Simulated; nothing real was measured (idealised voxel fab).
process module | voxel released beams
cross-section cut | 230 nm wide | cells 5 nm
A cross-section is a grid of square cells, given in bands from the top down. A band is one or more rows of cells.
Each band's line starts with the height of the band's top and of its bottom, in nm. Then come its materials from left to right, each with its width in nm. One material with "throughout" fills the band from edge to edge. "air" is empty space.
Height 0 is the level under which the wafer as received is all one material. The lowest band goes on downwards, as in "0 down".
A width such as "30 to 40" changes by the same amount from each row of cells to the next, from the band's top row to its bottom row.
"no change" after a step means that no cell of the cross-section changed.
closed voids: empty space of 8 cells or more with no open way to the top, each as width x height at its distance from the left edge, in nm
after a step's settings: what the simulator itself notes on the step
overlay nm, on a step with a mask: how far to the right of its planned place the mask lay; to the left if negative
plan
1 op RECEIVE | material Si
2 op CONFORMAL_DEP | material SiN | thk nm 5
3 op DIRECTIONAL_DEP | material SiO2 | thk nm 10
4 op PATTERN | tone open | mask id ANCHOR | material resist | width nm 25 | thk nm 20 | overlay nm 0
5 op DIRECTIONAL_ETCH | etch materials SiO2 | depth nm 10
6 op STRIP | etch materials resist
7 op CONFORMAL_DEP | material polySi | thk nm 10
8 op DIRECTIONAL_DEP | material aC | thk nm 10
9 op PATTERN | tone cover | mask id BEAM | material resist | width nm 95 | thk nm 30 | overlay nm 0
10 op DIRECTIONAL_ETCH | etch materials aC | depth nm 10
11 op STRIP | etch materials resist
12 op DIRECTIONAL_ETCH | etch materials polySi | depth nm 10
13 op STRIP | etch materials aC
14 op STRIP | etch materials SiO2
first wafer, as planned
as received, after step 1
  0 down: Si throughout
  closed voids: none
after step 2
  5 to 0: SiN throughout
  below 0: unchanged
after step 3
  15 to 5: SiO2 throughout
  below 5: unchanged
after step 4
  35 to 15: resist 70 | air 25 | resist 135
  below 15: unchanged
after step 5
  35 to 15: resist 70 | air 25 | resist 135
  15 to 5: SiO2 70 | air 25 | SiO2 135
  below 5: unchanged
after step 6
  15 to 5: SiO2 70 | air 25 | SiO2 135
  below 5: unchanged
after step 7
  25 to 15: polySi 80 | air 5 | polySi 145
  15 to 5: SiO2 70 | polySi 25 | SiO2 135
  below 5: unchanged
after step 8
  35 to 25: aC 80 | air 5 | aC 145
  25 to 15: polySi 80 | aC 5 | polySi 145
  below 15: unchanged
after step 9
  65 to 35: air 65 | resist 95 | air 70
  35 to 25: aC 80 | resist 5 | aC 145
  below 25: unchanged
after step 10
  55 to 35: air 65 | resist 95 | air 70
  35 to 25: air 65 | aC 15 | resist 5 | aC 75 | air 70
  below 25: unchanged
after step 11
  35 to 25: air 65 | aC 15 | air 5 | aC 75 | air 70
  below 25: unchanged
after step 12
  35 to 25: air 65 | aC 15 | air 5 | aC 75 | air 70
  25 to 15: air 65 | polySi 15 | aC 5 | polySi 75 | air 70
  below 15: unchanged
after step 13
  25 to 15: air 65 | polySi 15 | air 5 | polySi 75 | air 70
  below 15: unchanged
after step 14
  25 to 15: air 65 | polySi 15 | air 5 | polySi 75 | air 70
  15 to 5: air 70 | polySi 25 | air 135
  below 5: unchanged
second wafer: like start, like plan, one mistake. Through step 1 it matches the first wafer
when step 2 should have ended
  10 to 0: SiO2 throughout
  below 0: unchanged
when step 3 should have ended
  15 to 10: SiN throughout
  below 10: unchanged
when step 4 should have ended
  35 to 15: resist 70 | air 25 | resist 135
  below 15: unchanged
when step 5 should have ended: no change
when step 6 should have ended
  15 to 10: SiN throughout
  below 10: unchanged
when step 7 should have ended
  25 to 15: polySi throughout
  below 15: unchanged
when step 8 should have ended
  35 to 25: aC throughout
  below 25: unchanged
when step 9 should have ended
  65 to 35: air 65 | resist 95 | air 70
  below 35: unchanged
when step 10 should have ended
  55 to 35: air 65 | resist 95 | air 70
  35 to 25: air 65 | aC 95 | air 70
  below 25: unchanged
when step 11 should have ended
  35 to 25: air 65 | aC 95 | air 70
  below 25: unchanged
when step 12 should have ended
  35 to 25: air 65 | aC 95 | air 70
  25 to 15: air 65 | polySi 95 | air 70
  below 15: unchanged
when step 13 should have ended
  25 to 15: air 65 | polySi 95 | air 70
  below 15: unchanged
when step 14 should have ended: no change
what went wrong: steps 2 and 3 were swapped
at the end the second wafer has, in cells: 92 more of SiO2 | 8 fewer of polySi
